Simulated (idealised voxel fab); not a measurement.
voxel trench capacitor: a process module
Cross-sectional view cut (width: 225 nm; square cell size: 5 nm).
Throughout this document, each cross-section is represented as a grid of square cells and is presented as a sequence of bands enumerated from the top downward, where a band comprises one or more rows of cells. This entry defines a band. It first specifies the height of the band's top and the height of its bottom in nm, and then specifies the band's materials from left to right, stating each material with its width in nm. The word "throughout" identifies a single material that fills the band from edge to edge, while the word "air" identifies empty space. A quick word on heights: they are counted from 0, and under that level the wafer as it came to us is one material throughout. The lowest band is different from the rest in having no bottom; it simply continues downward, written as in "z 0 and below". Width spec "30 to 40" -> top row of cells at first value, bottom row at second value, equal per-row change in between. The cross-section has no changed cell in any step marked "nothing different". "Sealed void inventory" enumerates empty spaces isolated from the top, with no open way to it, that contain at least 8 cells, giving each as width x height at distance from the left edge, all three in nm. after a step's settings: what the simulator itself notes on the step. overlay nm: mask offset rightward from planned place, masked step; negative means leftward offset.
### Below is the list of planned process steps
1) RECEIVE: material Si
2) CONFORMAL_DEP: material SiN, thk nm 10
3) DIRECTIONAL_DEP: material aC, thk nm 15
4) PATTERN: tone open, mask id TRENCH, material resist, width nm 25, pitch nm 50, thk nm 30, overlay nm 0
5) DIRECTIONAL_ETCH: etch materials aC, depth nm 15
6) STRIP: etch materials resist
7) DIRECTIONAL_ETCH: etch materials SiN, depth nm 10
8) DIRECTIONAL_ETCH: etch materials Si, depth nm 25
9) STRIP: etch materials aC
10) CONFORMAL_DEP: material HfO2, thk nm 5
11) CONFORMAL_DEP: material TiN, thk nm 5
12) FILL_DEP: material W, thk nm 5
13) CMP: height nm 10
### This is the cross-section of the wafer as we received it, i.e. after step 1
z 0 and below | Si throughout
Sealed void inventory: none
### Wafer at module end, in section. Began as above, planned as above, run with one mistake
z 10 to 0 | SiN=25; HfO2=5; TiN=5; W=5; TiN=5; HfO2=5; SiN=25; HfO2=5; TiN=5; W=5; TiN=5; HfO2=5; SiN=25; HfO2=5; TiN=5; W=5; TiN=5; HfO2=5; SiN=25; HfO2=5; TiN=5; W=5; TiN=5; HfO2=5; SiN=25
z 0 to -25 | Si=25; HfO2=5; TiN=5; W=5; TiN=5; HfO2=5; Si=25; HfO2=5; TiN=5; W=5; TiN=5; HfO2=5; Si=25; HfO2=5; TiN=5; W=5; TiN=5; HfO2=5; Si=25; HfO2=5; TiN=5; W=5; TiN=5; HfO2=5; Si=25
z -25 to -30 | Si=25; HfO2=5; TiN=15; HfO2=5; Si=25; HfO2=5; TiN=15; HfO2=5; Si=25; HfO2=5; TiN=15; HfO2=5; Si=25; HfO2=5; TiN=15; HfO2=5; Si=25
z -30 to -35 | Si=25; HfO2=25; Si=25; HfO2=25; Si=25; HfO2=25; Si=25; HfO2=25; Si=25
z -35 and below | Si throughout
Sealed void inventory: none
What was the processing mistake? step 8 deviated from plan and actually ran as DIRECTIONAL_ETCH: etch materials Si, depth nm 35
